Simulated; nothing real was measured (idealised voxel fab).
The document below concerns the process module designated voxel ribs on slabs.
For reference, the cross-section in this document is cut, with width 260 nm and square cells of 5 nm.
How to read a cross-section here: the picture is a grid of square cells, written as bands going from the top down, and any band can span one or more rows of cells.
Heads up on the band format: heights come first, top then bottom, in nm. After that it's the materials left to right, each with its width in nm. A single material flagged "all across" fills the whole band edge to edge, and "empty" means there's empty space there.
Height 0 is the level under which the wafer as received is all one material. The lowest band goes on downwards, as in "0 and below".
Width spec "30 to 40" -> top row of cells at first value, bottom row at second value, equal per-row change in between.
When a step is marked "nothing was modified", none of the cells in the cross-section changed during that step.
You'll see "Entrapped void list" listing empty spaces that have no way open to the top, as long as they're 8 cells or more; the notation is width x height at distance, where the distance is from the left edge, and all of it is in nm.
On a step's line, text after the settings is the simulator commenting on that step.
overlay nm: on a step with a mask, how far right of its planned place the mask lay; negative means left.

The steps planned for the process are as follows:
1 op RECEIVE | material Si
2 op DIRECTIONAL_DEP | material SiO2 | thk nm 20
3 op DIRECTIONAL_DEP | material polySi | thk nm 15
4 op DIRECTIONAL_DEP | material aC | thk nm 15
5 op PATTERN | tone cover | mask id RIB | material resist | width nm 20 | thk nm 30 | overlay nm 0
6 op DIRECTIONAL_ETCH | etch materials aC | depth nm 15
7 op STRIP | etch materials resist
8 op DIRECTIONAL_ETCH | etch materials polySi | depth nm 5
9 op STRIP | etch materials aC
10 op DIRECTIONAL_DEP | material aC | thk nm 15
11 op PATTERN | tone cover | mask id SLAB | material resist | width nm 60 | thk nm 30 | overlay nm 0
12 op DIRECTIONAL_ETCH | etch materials aC | depth nm 15
13 op STRIP | etch materials resist
14 op DIRECTIONAL_ETCH | etch materials polySi | depth nm 10
15 op STRIP | etch materials aC
16 op FILL_DEP | material SiO2 | thk nm 25
17 op CMP | height nm 55
18 op DIRECTIONAL_DEP | material W | thk nm 10
19 op MASKED_ETCH | tone cover | mask id HEATER | width nm 30 | etch materials W | depth nm 10 | overlay nm -15
20 op CONFORMAL_DEP | material SiO2 | thk nm 5
It is noted that the wafers described herein are identical at the outset and are distinguished by the overlay nm of step 19; the value stated in the plan corresponds to the first wafer.

The first of several wafers as received, shown in cross-section; this is its state after step 1:
- 0 and below | Si all across
- Entrapped void list: none

Per-wafer rows below. For each material: cells gained (+) or lost (-) since the wafer was received, as of end of module. Then: closed voids:
overlay nm -15 | +600 SiO2 | +12 W | +28 polySi | Entrapped void list: none
overlay nm -10 | +600 SiO2 | +12 W | +28 polySi | Entrapped void list: none
overlay nm -5 | +600 SiO2 | +12 W | +28 polySi | Entrapped void list: none
overlay nm 0 | +600 SiO2 | +12 W | +28 polySi | Entrapped void list: none
overlay nm 5 | +600 SiO2 | +12 W | +28 polySi | Entrapped void list: none
overlay nm 10 | +600 SiO2 | +12 W | +28 polySi | Entrapped void list: none
overlay nm 15 | +600 SiO2 | +12 W | +28 polySi | Entrapped void list: none
